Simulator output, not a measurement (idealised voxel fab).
The following is a process module called voxel self aligned vias.
For reference, the cross-section in this document is cut, with width 205 nm and square cells of 5 nm.
When this document writes out a cross-section, it uses a grid of square cells and lists it as bands, beginning at the top and moving down, with a band standing for one or more rows of cells. Band: top and bottom heights (nm) first, top before bottom; then materials from left to right, widths in nm. "edge to edge" marks a sole material filling the band edge to edge. "air" denotes empty space. For the purposes of this specification, 0 denotes the height below which the wafer in its as-received condition is composed wholly of one material, and the lowermost band, lacking a lower limit, extends downward without end, as expressed in "z 0 and below". With a width like "30..40", each row of cells in the band differs from the next by the same amount, the top row carrying the first number and the bottom row the second. "no modification" (step): cross-section cells unchanged, all of them. Look at "Trapped cavities" for the closed voids: empty spaces with no open path to the top, sized 8 cells or up. Each is width x height at distance, distance from the left edge, all nm. Post-settings text on a step line: simulator's own remark regarding the step. When a step includes a mask, the "overlay nm" setting on its line states how far to the right of its planned place that mask lay, and negative values state how far to the left.
Steps in the process plan
1 RECEIVE: material Si
2 CONFORMAL_DEP: material SiO2, thk nm 10
3 CONFORMAL_DEP: material SiCN, thk nm 5
4 DIRECTIONAL_DEP: material lowk, thk nm 30
5 PATTERN: tone open, mask id LINES, material resist, width nm 20, pitch nm 55, thk nm 15, overlay nm 0
6 DIRECTIONAL_ETCH: etch materials lowk, depth nm 30
7 STRIP: etch materials resist
8 CONFORMAL_DEP: material TiN, thk nm 5
9 FILL_DEP: material W, thk nm 5
10 CMP: height nm 45
11 SELECTIVE_ETCH: etch materials W Ru TiN, depth nm 10
12 FILL_DEP: material SiN, thk nm 10
13 CMP: height nm 45
14 DIRECTIONAL_DEP: material lowk, thk nm 20
15 DIRECTIONAL_DEP: material aC, thk nm 10
16 PATTERN: tone open, mask id VIAS, material resist, width nm 30, pitch nm 55, thk nm 30, overlay nm 0
17 DIRECTIONAL_ETCH: etch materials aC, depth nm 10
18 STRIP: etch materials resist
19 DIRECTIONAL_ETCH: etch materials lowk, depth nm 20
20 DIRECTIONAL_ETCH: etch materials SiN, depth nm 10
21 STRIP: etch materials aC
22 CONFORMAL_DEP: material TiN, thk nm 5
23 FILL_DEP: material Ru, thk nm 5
24 CMP: height nm 65
25 CONFORMAL_DEP: material SiCN, thk nm 5
Received-state cross-section, reflecting completion of step 1
* z 0 and below | Si edge to edge
* Trapped cavities: none
Post-module cross-section: identical start and plan to those above, one misstep in execution
* z 70 to 65 | SiCN edge to edge
* z 65 to 40 | 30 nm lowk  5 nm TiN  20 nm Ru  5 nm TiN  25 nm lowk  5 nm TiN  20 nm Ru  5 nm TiN  25 nm lowk  5 nm TiN  20 nm Ru  5 nm TiN  35 nm lowk
* z 40 to 35 | 30 nm lowk  30 nm TiN  25 nm lowk  30 nm TiN  25 nm lowk  30 nm TiN  35 nm lowk
* z 35 to 25 | 30 nm lowk  10 nm TiN  10 nm W  10 nm TiN  25 nm lowk  10 nm TiN  10 nm W  10 nm TiN  25 nm lowk  10 nm TiN  10 nm W  10 nm TiN  35 nm lowk
* z 25 to 20 | 35 nm lowk  5 nm TiN  10 nm W  5 nm TiN  35 nm lowk  5 nm TiN  10 nm W  5 nm TiN  35 nm lowk  5 nm TiN  10 nm W  5 nm TiN  40 nm lowk
* z 20 to 15 | 35 nm lowk  20 nm TiN  35 nm lowk  20 nm TiN  35 nm lowk  20 nm TiN  40 nm lowk
* z 15 to 10 | SiCN edge to edge
* z 10 to 0 | SiO2 edge to edge
* z 0 and below | Si edge to edge
* Trapped cavities: none
Deviation noted in wafer processing: step 19 of the plan was performed twice
